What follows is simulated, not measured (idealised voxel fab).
process module | voxel capacitor over wiring
cross-section cut | 300 nm wide | cells 5 nm
A cross-section is a grid of square cells, given in bands from the top down. A band is one or more rows of cells.
Each band's line starts with the height of the band's top and of its bottom, in nm. Then come its materials from left to right, each with its width in nm. One material with "throughout" fills the band from edge to edge. "air" is empty space.
Height 0 is the level under which the wafer as received is all one material. The lowest band goes on downwards, as in "0 down".
A width such as "30 to 40" changes by the same amount from each row of cells to the next, from the band's top row to its bottom row.
"no change" after a step means that no cell of the cross-section changed.
closed voids: empty space of 8 cells or more with no open way to the top, each as width x height at its distance from the left edge, in nm
after a step's settings: what the simulator itself notes on the step
overlay nm, on a step with a mask: how far to the right of its planned place the mask lay; to the left if negative
plan
1 op RECEIVE | material Si
2 op CONFORMAL_DEP | material SiO2 | thk nm 15
3 op CONFORMAL_DEP | material SiN | thk nm 5
4 op DIRECTIONAL_DEP | material SiO2 | thk nm 15
5 op PATTERN | tone open | mask id METAL_1 | material resist | width nm 25 | pitch nm 85 | thk nm 20 | overlay nm 0
6 op DIRECTIONAL_ETCH | etch materials SiO2 | depth nm 15
7 op DIRECTIONAL_ETCH | etch materials SiN | depth nm 5
8 op STRIP | etch materials resist
9 op CONFORMAL_DEP | material TiN | thk nm 5
10 op FILL_DEP | material Cu | thk nm 5
11 op CMP | height nm 35
12 op EPI | material Ru | thk nm 5
13 op FILL_DEP | material SiCN | thk nm 5
14 op DIRECTIONAL_DEP | material SiO2 | thk nm 20
15 op PATTERN | tone open | mask id PLUG_1 | material resist | width nm 15 | thk nm 15 | overlay nm 0
16 op DIRECTIONAL_ETCH | etch materials SiO2 | depth nm 20
17 op DIRECTIONAL_ETCH | etch materials SiCN | depth nm 5
18 op STRIP | etch materials resist
19 op CONFORMAL_DEP | material TiN | thk nm 5
20 op FILL_DEP | material W | thk nm 5
21 op CMP | height nm 65
22 op DIRECTIONAL_DEP | material TiN | thk nm 5
23 op DIRECTIONAL_DEP | material SiN | thk nm 5
24 op DIRECTIONAL_DEP | material TiN | thk nm 5
25 op DIRECTIONAL_DEP | material aC | thk nm 15
26 op PATTERN | tone cover | mask id UPPER_PLATE | material resist | width nm 65 | thk nm 35 | overlay nm 0
27 op DIRECTIONAL_ETCH | etch materials aC | depth nm 15
28 op STRIP | etch materials resist
29 op DIRECTIONAL_ETCH | etch materials TiN | depth nm 5
30 op DIRECTIONAL_ETCH | etch materials SiN | depth nm 5
31 op STRIP | etch materials aC
32 op MASKED_ETCH | tone cover | mask id LOWER_PLATE | width nm 75 | etch materials TiN | depth nm 5 | overlay nm 0
33 op FILL_DEP | material SiO2 | thk nm 20
34 op CMP | height nm 95
35 op PATTERN | tone open | mask id PLUG_2 | material resist | width nm 15 | thk nm 20 | overlay nm 0
36 op DIRECTIONAL_ETCH | etch materials SiO2 | depth nm 15
37 op STRIP | etch materials resist
38 op CONFORMAL_DEP | material TiN | thk nm 5
39 op FILL_DEP | material W | thk nm 5
40 op CMP | height nm 95
41 op CONFORMAL_DEP | material SiN | thk nm 5
first wafer, as planned
as received, after step 1
  0 down: Si throughout
  closed voids: none
after step 2
  15 to 0: SiO2 throughout
  below 0: unchanged
after step 3
  20 to 15: SiN throughout
  below 15: unchanged
after step 4
  35 to 20: SiO2 throughout
  below 20: unchanged
after step 5
  55 to 35: resist 95 | air 25 | resist 60 | air 25 | resist 95
  below 35: unchanged
after step 6
  55 to 35: resist 95 | air 25 | resist 60 | air 25 | resist 95
  35 to 20: SiO2 95 | air 25 | SiO2 60 | air 25 | SiO2 95
  below 20: unchanged
after step 7
  55 to 35: resist 95 | air 25 | resist 60 | air 25 | resist 95
  35 to 20: SiO2 95 | air 25 | SiO2 60 | air 25 | SiO2 95
  20 to 15: SiN 95 | air 25 | SiN 60 | air 25 | SiN 95
  below 15: unchanged
after step 8
  35 to 20: SiO2 95 | air 25 | SiO2 60 | air 25 | SiO2 95
  below 20: unchanged
after step 9
  40 to 35: TiN 100 | air 15 | TiN 70 | air 15 | TiN 100
  35 to 20: SiO2 95 | TiN 5 | air 15 | TiN 5 | SiO2 60 | TiN 5 | air 15 | TiN 5 | SiO2 95
  20 to 15: SiN 95 | TiN 25 | SiN 60 | TiN 25 | SiN 95
  below 15: unchanged
after step 10
  45 to 40: Cu throughout
  40 to 35: TiN 100 | Cu 15 | TiN 70 | Cu 15 | TiN 100
  35 to 20: SiO2 95 | TiN 5 | Cu 15 | TiN 5 | SiO2 60 | TiN 5 | Cu 15 | TiN 5 | SiO2 95
  below 20: unchanged
after step 11
  35 to 20: SiO2 95 | TiN 5 | Cu 15 | TiN 5 | SiO2 60 | TiN 5 | Cu 15 | TiN 5 | SiO2 95
  below 20: unchanged
after step 12
  40 to 35: air 90 | Ru 35 | air 50 | Ru 35 | air 90
  below 35: unchanged
after step 13
  45 to 40: SiCN throughout
  40 to 35: SiCN 90 | Ru 35 | SiCN 50 | Ru 35 | SiCN 90
  below 35: unchanged
after step 14
  65 to 45: SiO2 throughout
  below 45: unchanged
after step 15
  80 to 65: resist 105 | air 15 | resist 180
  below 65: unchanged
after step 16
  80 to 65: resist 105 | air 15 | resist 180
  65 to 45: SiO2 105 | air 15 | SiO2 180
  below 45: unchanged
after step 17
  80 to 65: resist 105 | air 15 | resist 180
  65 to 45: SiO2 105 | air 15 | SiO2 180
  45 to 40: SiCN 105 | air 15 | SiCN 180
  below 40: unchanged
after step 18
  65 to 45: SiO2 105 | air 15 | SiO2 180
  below 45: unchanged
after step 19
  70 to 65: TiN 110 | air 5 | TiN 185
  65 to 45: SiO2 105 | TiN 5 | air 5 | TiN 5 | SiO2 180
  45 to 40: SiCN 105 | TiN 15 | SiCN 180
  below 40: unchanged
after step 20
  75 to 70: W throughout
  70 to 65: TiN 110 | W 5 | TiN 185
  65 to 45: SiO2 105 | TiN 5 | W 5 | TiN 5 | SiO2 180
  below 45: unchanged
after step 21
  65 to 45: SiO2 105 | TiN 5 | W 5 | TiN 5 | SiO2 180
  below 45: unchanged
after step 22
  70 to 65: TiN throughout
  below 65: unchanged
after step 23
  75 to 70: SiN throughout
  below 70: unchanged
after step 24
  80 to 75: TiN throughout
  below 75: unchanged
after step 25
  95 to 80: aC throughout
  below 80: unchanged
after step 26
  130 to 95: air 105 | resist 65 | air 130
  below 95: unchanged
after step 27
  115 to 95: air 105 | resist 65 | air 130
  95 to 80: air 105 | aC 65 | air 130
  below 80: unchanged
after step 28
  95 to 80: air 105 | aC 65 | air 130
  below 80: unchanged
after step 29
  95 to 80: air 105 | aC 65 | air 130
  80 to 75: air 105 | TiN 65 | air 130
  below 75: unchanged
after step 30
  95 to 80: air 105 | aC 65 | air 130
  80 to 75: air 105 | TiN 65 | air 130
  75 to 70: air 105 | SiN 65 | air 130
  below 70: unchanged
after step 31
  80 to 75: air 105 | TiN 65 | air 130
  below 75: unchanged
after step 32
  80 to 75: air 105 | TiN 65 | air 130
  75 to 70: air 105 | SiN 65 | air 130
  70 to 65: air 100 | TiN 75 | air 125
  below 65: unchanged
after step 33
  100 to 80: SiO2 throughout
  80 to 75: SiO2 105 | TiN 65 | SiO2 130
  75 to 70: SiO2 105 | SiN 65 | SiO2 130
  70 to 65: SiO2 100 | TiN 75 | SiO2 125
  below 65: unchanged
after step 34
  95 to 80: SiO2 throughout
  below 80: unchanged
after step 35
  115 to 95: resist 115 | air 15 | resist 170
  below 95: unchanged
after step 36
  115 to 95: resist 115 | air 15 | resist 170
  95 to 80: SiO2 115 | air 15 | SiO2 170
  below 80: unchanged
after step 37
  95 to 80: SiO2 115 | air 15 | SiO2 170
  below 80: unchanged
after step 38
  100 to 95: TiN 120 | air 5 | TiN 175
  95 to 85: SiO2 115 | TiN 5 | air 5 | TiN 5 | SiO2 170
  85 to 75: SiO2 115 to 105 | TiN 15 to 65 | SiO2 170 to 130
  below 75: unchanged
after step 39
  105 to 100: W throughout
  100 to 95: TiN 120 | W 5 | TiN 175
  95 to 85: SiO2 115 | TiN 5 | W 5 | TiN 5 | SiO2 170
  below 85: unchanged
after step 40
  95 to 85: SiO2 115 | TiN 5 | W 5 | TiN 5 | SiO2 170
  below 85: unchanged
after step 41
  100 to 95: SiN throughout
  below 95: unchanged
second wafer: like start, like plan, one mistake. Through step 22 it matches the first wafer
when step 23 should have ended: no change
when step 24 should have ended
  75 to 65: TiN throughout
  below 65: unchanged
when step 25 should have ended
  90 to 75: aC throughout
  below 75: unchanged
when step 26 should have ended
  125 to 90: air 105 | resist 65 | air 130
  below 90: unchanged
when step 27 should have ended
  110 to 90: air 105 | resist 65 | air 130
  90 to 75: air 105 | aC 65 | air 130
  below 75: unchanged
when step 28 should have ended
  90 to 75: air 105 | aC 65 | air 130
  below 75: unchanged
when step 29 should have ended
  90 to 75: air 105 | aC 65 | air 130
  75 to 70: air 105 | TiN 65 | air 130
  below 70: unchanged
when step 30 should have ended: no change
when step 31 should have ended
  75 to 70: air 105 | TiN 65 | air 130
  below 70: unchanged
when step 32 should have ended
  75 to 65: air 105 to 100 | TiN 65 to 75 | air 130 to 125
  below 65: unchanged
when step 33 should have ended
  95 to 75: SiO2 throughout
  75 to 65: SiO2 105 to 100 | TiN 65 to 75 | SiO2 130 to 125
  below 65: unchanged
when step 34 should have ended: no change
when step 35 should have ended
  115 to 95: resist 115 | air 15 | resist 170
  below 95: unchanged
when step 36 should have ended
  115 to 95: resist 115 | air 15 | resist 170
  95 to 80: SiO2 115 | air 15 | SiO2 170
  below 80: unchanged
when step 37 should have ended
  95 to 80: SiO2 115 | air 15 | SiO2 170
  below 80: unchanged
when step 38 should have ended
  100 to 95: TiN 120 | air 5 | TiN 175
  95 to 85: SiO2 115 | TiN 5 | air 5 | TiN 5 | SiO2 170
  85 to 80: SiO2 115 | TiN 15 | SiO2 170
  below 80: unchanged
when step 39 should have ended
  105 to 100: W throughout
  100 to 95: TiN 120 | W 5 | TiN 175
  95 to 85: SiO2 115 | TiN 5 | W 5 | TiN 5 | SiO2 170
  below 85: unchanged
when step 40 should have ended
  95 to 85: SiO2 115 | TiN 5 | W 5 | TiN 5 | SiO2 170
  below 85: unchanged
when step 41 should have ended
  100 to 95: SiN throughout
  below 95: unchanged
what went wrong: step 23 was left out
at the end the second wafer has, in cells: 13 fewer of SiN | 13 more of SiO2
